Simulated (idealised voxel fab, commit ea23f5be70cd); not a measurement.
Process module under the name voxel local oxidation
Section shown: cut. Width: 190 nm. Cell size: 5 nm, square.
We lay out every cross-section as a grid of square cells and spell it out in bands from the top down, where one band means one or more rows of cells.
For a band, the entry starts with two heights in nm, that of the top and then that of the bottom, and carries on with the band's materials in order from left to right, each alongside its width in nm; the word "all across" beside a single material means it fills the band edge to edge, and "blank" means empty space.
We count height from 0. Below that, the starting wafer is all one material. The lowest band never ends at the bottom but goes on down; see "0 nm and below" for how that is written.
You'd read "30 to 40" like this: the band's top row of cells is as wide as the first number, its bottom row is as wide as the second, and going down, every row changes width by the same amount as the row before did.
"changes: none" after a step means that no cell of the cross-section changed.
In "Enclosed void catalog" the enclosed voids are listed, meaning empty spaces of 8 cells or larger without any opening to the top. The form is width x height at distance, distance from the left edge, units nm.
Past the settings on a step's line: simulator remark, on that step.
A step line may carry the setting "overlay nm", which, for steps involving a mask, states the distance by which the mask lay to the right of its intended position; negative values denote displacement to the left.

THIS SECTION LISTS THE PROCESS STEPS THAT WERE PLANNED
1: RECEIVE,material Si
2: OXIDIZE,depth nm 5
3: CONFORMAL_DEP,material SiN,thk nm 15
4: MASKED_ETCH,tone cover,mask id ACTIVE,width nm 90,etch materials SiN,depth nm 15,overlay nm 0
5: SELECTIVE_ETCH,etch materials SiO2,depth nm 5
6: OXIDIZE,depth nm 10
7: STRIP,etch materials SiN

RUN AS PLANNED: FIRST OF TWO WAFERS

STEP 1 COMPLETE: CROSS-SECTION OF THE WAFER AS RECEIVED
  0 nm and below  Si all across
  Enclosed void catalog: none

CROSS-SECTION THROUGH THE WAFER, STEP 2 FINISHED
  0 nm to -5 nm  SiO2 all across
  Under the height -5 nothing was changed.

CROSS-SECTION THROUGH THE WAFER, STEP 3 FINISHED
  15 nm to 0 nm  SiN all across
  Under the height 0 nothing was changed.

CROSS-SECTION THROUGH THE WAFER, STEP 4 FINISHED
  15 nm to 0 nm  blank 50; SiN 90; blank 50
  Under the height 0 nothing was changed.

CROSS-SECTION THROUGH THE WAFER, STEP 5 FINISHED
  15 nm to 0 nm  blank 50; SiN 90; blank 50
  0 nm to -5 nm  blank 55; SiO2 80; blank 55
  Under the height -5 nothing was changed.

CROSS-SECTION THROUGH THE WAFER, STEP 6 FINISHED
  15 nm to 0 nm  blank 50; SiN 90; blank 50
  0 nm to -5 nm  blank 55; SiO2 80; blank 55
  -5 nm to -15 nm  SiO2 65; Si 60; SiO2 65
  Under the height -15 nothing was changed.

CROSS-SECTION THROUGH THE WAFER, STEP 7 FINISHED
  0 nm to -5 nm  blank 55; SiO2 80; blank 55
  Under the height -5 nothing was changed.

FOR THE SECOND WAFER, TAKE THE FIRST WAFER'S START AND PLAN, THEN ADD ONE MISTAKE MADE IN RUNNING IT; EVERYTHING THROUGH STEP 3, THAT STEP INCLUDED, IS SHARED WITH THE FIRST

PLANNED END OF STEP 4: SECOND WAFER, CROSS-SECTION
  15 nm to 0 nm  SiN 50; blank 90; SiN 50
  Under the height 0 nothing was changed.

PLANNED END OF STEP 5: SECOND WAFER, CROSS-SECTION
  15 nm to 0 nm  SiN 50; blank 90; SiN 50
  0 nm to -5 nm  SiO2 45; blank 100; SiO2 45
  Under the height -5 nothing was changed.

PLANNED END OF STEP 6: SECOND WAFER, CROSS-SECTION
  15 nm to 0 nm  SiN 50; blank 90; SiN 50
  0 nm to -5 nm  SiO2 45; blank 100; SiO2 45
  -5 nm to -15 nm  Si 35; SiO2 120; Si 35
  Under the height -15 nothing was changed.

PLANNED END OF STEP 7: SECOND WAFER, CROSS-SECTION
  0 nm to -5 nm  SiO2 45; blank 100; SiO2 45
  Under the height -5 nothing was changed.
The plan and the run diverged here: it should be noted that step 4 was executed with settings other than those planned, the operation and settings actually applied being MASKED_ETCH,tone open,mask id ACTIVE,width nm 90,etch materials SiN,depth nm 15,overlay nm 0
Wrapping up, a cell-based count of both wafers puts the second over or under the first for these materials: 4 more of Si, 2 fewer of SiO2
